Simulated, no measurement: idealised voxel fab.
process module | voxel transistor to metal
cross-section cut | 200 nm wide | cells 5 nm
A cross-section is a grid of square cells, given in bands from the top down. A band is one or more rows of cells.
Each band's line starts with the height of the band's top and of its bottom, in nm. Then come its materials from left to right, each with its width in nm. One material with "throughout" fills the band from edge to edge. "air" is empty space.
Height 0 is the level under which the wafer as received is all one material. The lowest band goes on downwards, as in "0 down".
A width such as "30 to 40" changes by the same amount from each row of cells to the next, from the band's top row to its bottom row.
"no change" after a step means that no cell of the cross-section changed.
closed voids: empty space of 8 cells or more with no open way to the top, each as width x height at its distance from the left edge, in nm
after a step's settings: what the simulator itself notes on the step
overlay nm, on a step with a mask: how far to the right of its planned place the mask lay; to the left if negative
plan
1 op RECEIVE | material Si
2 op CONFORMAL_DEP | material SiO2 | thk nm 5
3 op CONFORMAL_DEP | material SiN | thk nm 10
4 op MASKED_ETCH | tone cover | mask id ACTIVE | width nm 115 | etch materials SiN | depth nm 10 | overlay nm 0
5 op MASKED_ETCH | tone cover | mask id ACTIVE | width nm 115 | etch materials SiO2 | depth nm 5 | overlay nm 0
6 op MASKED_ETCH | tone cover | mask id ACTIVE | width nm 115 | etch materials Si | depth nm 35 | overlay nm 0
7 op FILL_DEP | material SiO2 | thk nm 10
8 op CMP | height nm 15
9 op SELECTIVE_ETCH | etch materials SiO2 | depth nm 10
10 op STRIP | etch materials SiN
11 op SELECTIVE_ETCH | etch materials SiO2 | depth nm 5
12 op OXIDIZE | depth nm 5
13 op DIRECTIONAL_DEP | material polySi | thk nm 25
14 op DIRECTIONAL_DEP | material SiCN | thk nm 15
15 op PATTERN | tone cover | mask id GATE | material resist | width nm 35 | thk nm 20 | overlay nm 0
16 op DIRECTIONAL_ETCH | etch materials SiCN | depth nm 25
17 op DIRECTIONAL_ETCH | etch materials polySi | depth nm 35
18 op STRIP | etch materials resist
19 op CONFORMAL_DEP | material SiN | thk nm 5
20 op DIRECTIONAL_ETCH | etch materials SiN | depth nm 5
21 op DIRECTIONAL_ETCH | etch materials SiO2 | depth nm 5
22 op EPI | material nSi | thk nm 5
23 op FILL_DEP | material SiO2 | thk nm 5
24 op CMP | height nm 25
25 op STRIP | etch materials polySi
26 op SELECTIVE_ETCH | etch materials SiO2 | depth nm 5
27 op CONFORMAL_DEP | material HfO2 | thk nm 5
28 op CONFORMAL_DEP | material TiN | thk nm 5
29 op FILL_DEP | material W | thk nm 5
30 op CMP | height nm 20
31 op DIRECTIONAL_DEP | material SiO2 | thk nm 15
32 op DIRECTIONAL_DEP | material aC | thk nm 10
33 op PATTERN | tone open | mask id CONTACT | material resist | width nm 15 | pitch nm 90 | thk nm 25 | overlay nm 0
34 op DIRECTIONAL_ETCH | etch materials aC | depth nm 10
35 op STRIP | etch materials resist
36 op DIRECTIONAL_ETCH | etch materials SiO2 | depth nm 35
37 op STRIP | etch materials aC
38 op CONFORMAL_DEP | material TiN | thk nm 5
39 op FILL_DEP | material W | thk nm 5
40 op CMP | height nm 35
41 op CONFORMAL_DEP | material SiCN | thk nm 5
42 op DIRECTIONAL_DEP | material SiO2 | thk nm 25
43 op DIRECTIONAL_DEP | material aC | thk nm 15
44 op PATTERN | tone open | mask id METAL_1 | material resist | width nm 15 | pitch nm 90 | thk nm 30 | overlay nm 0
45 op DIRECTIONAL_ETCH | etch materials aC | depth nm 15
46 op STRIP | etch materials resist
47 op DIRECTIONAL_ETCH | etch materials SiO2 | depth nm 25
48 op DIRECTIONAL_ETCH | etch materials SiCN | depth nm 5
49 op STRIP | etch materials aC
50 op CONFORMAL_DEP | material TiN | thk nm 5
51 op FILL_DEP | material Cu | thk nm 5
52 op CMP | height nm 65
53 op CONFORMAL_DEP | material SiCN | thk nm 5
54 op DIRECTIONAL_DEP | material SiO2 | thk nm 30
55 op PATTERN | tone open | mask id METAL_2 | material resist | width nm 15 | pitch nm 90 | thk nm 20 | overlay nm 0
56 op DIRECTIONAL_ETCH | etch materials SiO2 | depth nm 20
57 op STRIP | etch materials resist
58 op MASKED_ETCH | tone open | mask id METAL_2_HOLES | width nm 15 | pitch nm 90 | etch materials SiO2 | depth nm 10 | overlay nm 0
59 op MASKED_ETCH | tone open | mask id METAL_2_HOLES | width nm 15 | pitch nm 90 | etch materials SiCN | depth nm 5 | overlay nm 0
60 op CONFORMAL_DEP | material TiN | thk nm 5
61 op FILL_DEP | material Ru | thk nm 10
62 op CMP | height nm 100
63 op CONFORMAL_DEP | material SiCN | thk nm 5
as received, after step 1
  0 down: Si throughout
  closed voids: none
first wafer at the end, as planned
  105 to 100: SiCN throughout
  100 to 70: SiO2 45 | TiN 5 | Ru 5 | TiN 5 | SiO2 75 | TiN 5 | Ru 5 | TiN 5 | SiO2 50
  70 to 65: SiCN 45 | TiN 15 | SiCN 75 | TiN 15 | SiCN 50
  65 to 40: SiO2 45 | TiN 5 | Cu 5 | TiN 5 | SiO2 75 | TiN 5 | Cu 5 | TiN 5 | SiO2 50
  40 to 35: SiCN 45 | TiN 15 | SiCN 75 | TiN 15 | SiCN 50
  35 to 20: SiO2 45 | TiN 5 | W 5 | TiN 5 | SiO2 75 | TiN 5 | W 5 | TiN 5 | SiO2 50
  20 to 5: SiO2 45 | TiN 5 | W 5 | TiN 5 | SiO2 15 | SiN 5 | HfO2 5 | TiN 5 | W 15 | TiN 5 | HfO2 5 | SiN 5 | SiO2 15 | TiN 5 | W 5 | TiN 5 | SiO2 50
  5 to 0: SiO2 45 | TiN 15 | SiO2 15 | SiN 5 | HfO2 5 | TiN 25 | HfO2 5 | SiN 5 | SiO2 15 | TiN 15 | SiO2 50
  0 to -5: SiO2 35 | nSi 40 | HfO2 45 | nSi 40 | SiO2 40
  -5 to -35: SiO2 40 | Si 115 | SiO2 45
  -35 down: Si throughout
  closed voids: none
second wafer at the end: like start, like plan, one mistake
  105 to 100: SiCN throughout
  100 to 75: SiO2 45 | TiN 5 | Ru 5 | TiN 5 | SiO2 75 | TiN 5 | Ru 5 | TiN 5 | SiO2 50
  75 to 70: SiO2 45 | TiN 15 | SiO2 75 | TiN 15 | SiO2 50
  70 to 65: SiCN 45 | TiN 5 | SiCN 85 | TiN 5 | SiCN 60
  65 to 40: SiO2 45 | TiN 5 | Cu 5 | TiN 5 | SiO2 75 | TiN 5 | Cu 5 | TiN 5 | SiO2 50
  40 to 35: SiCN 45 | TiN 15 | SiCN 75 | TiN 15 | SiCN 50
  35 to 20: SiO2 45 | TiN 5 | W 5 | TiN 5 | SiO2 75 | TiN 5 | W 5 | TiN 5 | SiO2 50
  20 to 5: SiO2 45 | TiN 5 | W 5 | TiN 5 | SiO2 15 | SiN 5 | HfO2 5 | TiN 5 | W 15 | TiN 5 | HfO2 5 | SiN 5 | SiO2 15 | TiN 5 | W 5 | TiN 5 | SiO2 50
  5 to 0: SiO2 45 | TiN 15 | SiO2 15 | SiN 5 | HfO2 5 | TiN 25 | HfO2 5 | SiN 5 | SiO2 15 | TiN 15 | SiO2 50
  0 to -5: SiO2 35 | nSi 40 | HfO2 45 | nSi 40 | SiO2 40
  -5 to -35: SiO2 40 | Si 115 | SiO2 45
  -35 down: Si throughout
  closed voids: none
what went wrong: step 59 ran as: op MASKED_ETCH | tone open | mask id METAL_2_HOLES | width nm 15 | pitch nm 90 | etch materials SiCN | depth nm 5 | overlay nm -10
at the end the second wafer has, in cells: 2 fewer of Ru | 4 more of SiCN | 2 fewer of TiN
